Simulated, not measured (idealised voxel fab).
Name of the process module below: voxel trench capacitor
Each square cell in cross-section cut measures 5 nm, and the section as a whole is 140 nm wide.
Cross-section spec: square-cell grid; bands listed top down; each band is one or more rows.
For a band, the entry starts with two heights in nm, that of the top and then that of the bottom, and carries on with the band's materials in order from left to right, each alongside its width in nm; the word "everywhere" beside a single material means it fills the band edge to edge, and "air" means empty space.
Height is counted from the level 0, under which the received wafer is composed throughout of one material. The lowest of the bands is not closed at the bottom but continues downward, in the notation "0 -> down".
It should be noted that a width expressed as "30..40" varies in equal increments from row to row of cells within the band, taking the value of the first number at the top row and that of the second number at the bottom row.
Given "remained the same" for a step, no cell of the cross-section differs between before and after that step.
The entry titled "Closed cavity list" provides the empty spaces that have no open way to the top, restricted to those of 8 cells or more. Each is presented as width x height at distance, the distance being measured from the left edge, with all three in nm.
Past the settings on a step's line: simulator remark, on that step.
Steps that use a mask can have "overlay nm" on their line. It says how far the mask sat to the right of where it was meant to be. Negative means to the left.
Pairs ahead. Before: cross-section ahead of one process step. After: cross-section once the step is done, shown to the lowest changed band only. Under each pair: that step, with settings. Caution: pairs may come from different runs of this module on the same starting wafer; a pair follows the pair above only where its "Prior to step" entry says so.

## Prior to step
> 15 -> 10 = 20 air, 40 HfO2, 15 air, 40 HfO2, 25 air
> 10 -> 0 = 20 air, 5 HfO2, 30 SiN, 5 HfO2, 15 air, 5 HfO2, 30 SiN, 5 HfO2, 25 air
> 0 -> -30 = 20 air, 5 HfO2, 30 Si, 5 HfO2, 15 air, 5 HfO2, 30 Si, 5 HfO2, 25 air
> -30 -> -35 = 25 HfO2, 30 Si, 25 HfO2, 30 Si, 30 HfO2
> -35 -> down = Si everywhere
> Closed cavity list: none

## As Processed
> 20 -> 15 = 15 air, 50 TiN, 5 air, 50 TiN, 20 air
> 15 -> 10 = 15 air, 5 TiN, 40 HfO2, 5 TiN, 5 air, 5 TiN, 40 HfO2, 5 TiN, 20 air
> 10 -> 0 = 15 air, 5 TiN, 5 HfO2, 30 SiN, 5 HfO2, 5 TiN, 5 air, 5 TiN, 5 HfO2, 30 SiN, 5 HfO2, 5 TiN, 20 air
> 0 -> -25 = 15 air, 5 TiN, 5 HfO2, 30 Si, 5 HfO2, 5 TiN, 5 air, 5 TiN, 5 HfO2, 30 Si, 5 HfO2, 5 TiN, 20 air
> -25 -> -30 = 20 TiN, 5 HfO2, 30 Si, 5 HfO2, 15 TiN, 5 HfO2, 30 Si, 5 HfO2, 25 TiN
> Below a height of -30, the structure has not been altered.
> Closed cavity list: none
Transition step, before and after shown above: CONFORMAL_DEP (material TiN; thk nm 5)

Prior to step: The initial state for this step is given by the after cross-section of the immediately preceding pair.

## As Processed
> 30 -> 20 = W everywhere
> 20 -> 15 = 15 W, 50 TiN, 5 W, 50 TiN, 20 W
> 15 -> 10 = 15 W, 5 TiN, 40 HfO2, 5 TiN, 5 W, 5 TiN, 40 HfO2, 5 TiN, 20 W
> 10 -> 0 = 15 W, 5 TiN, 5 HfO2, 30 SiN, 5 HfO2, 5 TiN, 5 W, 5 TiN, 5 HfO2, 30 SiN, 5 HfO2, 5 TiN, 20 W
> 0 -> -25 = 15 W, 5 TiN, 5 HfO2, 30 Si, 5 HfO2, 5 TiN, 5 W, 5 TiN, 5 HfO2, 30 Si, 5 HfO2, 5 TiN, 20 W
> Below a height of -25, the structure has not been altered.
> Closed cavity list: none
Transition step, before and after shown above: FILL_DEP (material W; thk nm 10)

Prior to step: The initial state for this step is given by the after cross-section of the immediately preceding pair.

## As Processed
> 10 -> 0 = 15 W, 5 TiN, 5 HfO2, 30 SiN, 5 HfO2, 5 TiN, 5 W, 5 TiN, 5 HfO2, 30 SiN, 5 HfO2, 5 TiN, 20 W
> Below a height of 0, the structure has not been altered.
> Closed cavity list: none
Transition step, before and after shown above: CMP (height nm 10)
